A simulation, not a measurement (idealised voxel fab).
Proc. module: voxel wiring stack
For reference, the cross-section in this document is cut, with width 200 nm and square cells of 5 nm.
Think of the cross-section as a grid of square cells. We describe it in bands, top to bottom, and each band covers one or more rows of those cells.
Basically the band line says how high the top is and how high the bottom is, in nm, and then what's in it from left to right, every material with its width in nm. Empty space shows up as "air", and if a single material carries "throughout" it runs the full band edge to edge.
Heights are measured from 0, the level below which the as-received wafer is all one material; the lowest band has no bottom and continues downward, written as in "0 nm and below".
Width spec "30 to 40" -> top row of cells at first value, bottom row at second value, equal per-row change in between.
You'll sometimes find "remained the same" written for a step, and that's the way of saying that nowhere in the cross-section did a cell change during that step.
Heads up: "Closed void list" only lists the empty pockets with no open path to the top that are 8 cells or more, and it writes them as width x height at distance, distance from the left edge, in nm.
If you see something after the settings on a step's line, that's the simulator's own remark about that step.
The setting "overlay nm" may be written on the line of a step. When the step uses a mask, the value reports how far to the right of the planned place the mask lay, and a negative value reports that it lay to the left.

Below is the list of planned process steps
1,RECEIVE: material Si
2,CONFORMAL_DEP: material SiO2, thk nm 10
3,CONFORMAL_DEP: material SiN, thk nm 5
4,DIRECTIONAL_DEP: material SiO2, thk nm 25
5,MASKED_ETCH: tone open, mask id METAL_1, width nm 25, pitch nm 55, etch materials SiO2, depth nm 25, overlay nm 0
6,MASKED_ETCH: tone open, mask id METAL_1, width nm 25, pitch nm 55, etch materials SiN, depth nm 5, overlay nm 0
7,CONFORMAL_DEP: material TiN, thk nm 5
8,FILL_DEP: material W, thk nm 5
9,CMP: height nm 40
10,EPI: material Ru, thk nm 5
11,FILL_DEP: material SiCN, thk nm 5
12,DIRECTIONAL_DEP: material lowk, thk nm 25
13,PATTERN: tone open, mask id METAL_2, material resist, width nm 25, pitch nm 55, thk nm 15, overlay nm 0
14,DIRECTIONAL_ETCH: etch materials lowk, depth nm 15
15,STRIP: etch materials resist
16,MASKED_ETCH: tone open, mask id METAL_2_HOLES, width nm 15, pitch nm 55, etch materials lowk, depth nm 10, overlay nm 0
17,MASKED_ETCH: tone open, mask id METAL_2_HOLES, width nm 15, pitch nm 55, etch materials SiCN, depth nm 5, overlay nm 0
18,CONFORMAL_DEP: material TiN, thk nm 5
19,FILL_DEP: material Cu, thk nm 5
20,CMP: height nm 75
21,CONFORMAL_DEP: material SiN, thk nm 5

Delivered wafer in cross-section: state after step 1
    0 nm and below = Si throughout
    Closed void list: none

The plan above was carried out on the starting structure above with one mistake, and this cross-section shows the wafer at the end of the module
    80 nm to 75 nm = SiN throughout
    75 nm to 65 nm = lowk: 60 | TiN: 5 | Cu: 15 | TiN: 5 | lowk: 30 | TiN: 5 | Cu: 15 | TiN: 5 | lowk: 60
    65 nm to 60 nm = lowk: 60 | TiN: 5 | Cu: 5 | TiN: 15 | lowk: 30 | TiN: 5 | Cu: 5 | TiN: 15 | lowk: 60
    60 nm to 50 nm = lowk: 60 | TiN: 5 | Cu: 5 | TiN: 5 | lowk: 40 | TiN: 5 | Cu: 5 | TiN: 5 | lowk: 70
    50 nm to 45 nm = SiCN: 60 | TiN: 15 | SiCN: 40 | TiN: 15 | SiCN: 70
    45 nm to 40 nm = SiCN: 55 | Ru: 35 | SiCN: 20 | Ru: 35 | SiCN: 55
    40 nm to 25 nm = SiO2: 60 | TiN: 5 | W: 15 | TiN: 5 | SiO2: 30 | TiN: 5 | W: 15 | TiN: 5 | SiO2: 60
    25 nm to 20 nm = SiN: 60 | TiN: 25 | SiN: 30 | TiN: 25 | SiN: 60
    20 nm to 10 nm = SiN throughout
    10 nm to 0 nm = SiO2 throughout
    0 nm and below = Si throughout
    Closed void list: none
Against the plan, the run slipped here: it should be noted that step 3 was executed with settings other than those planned, the operation and settings actually applied being CONFORMAL_DEP: material SiN, thk nm 15
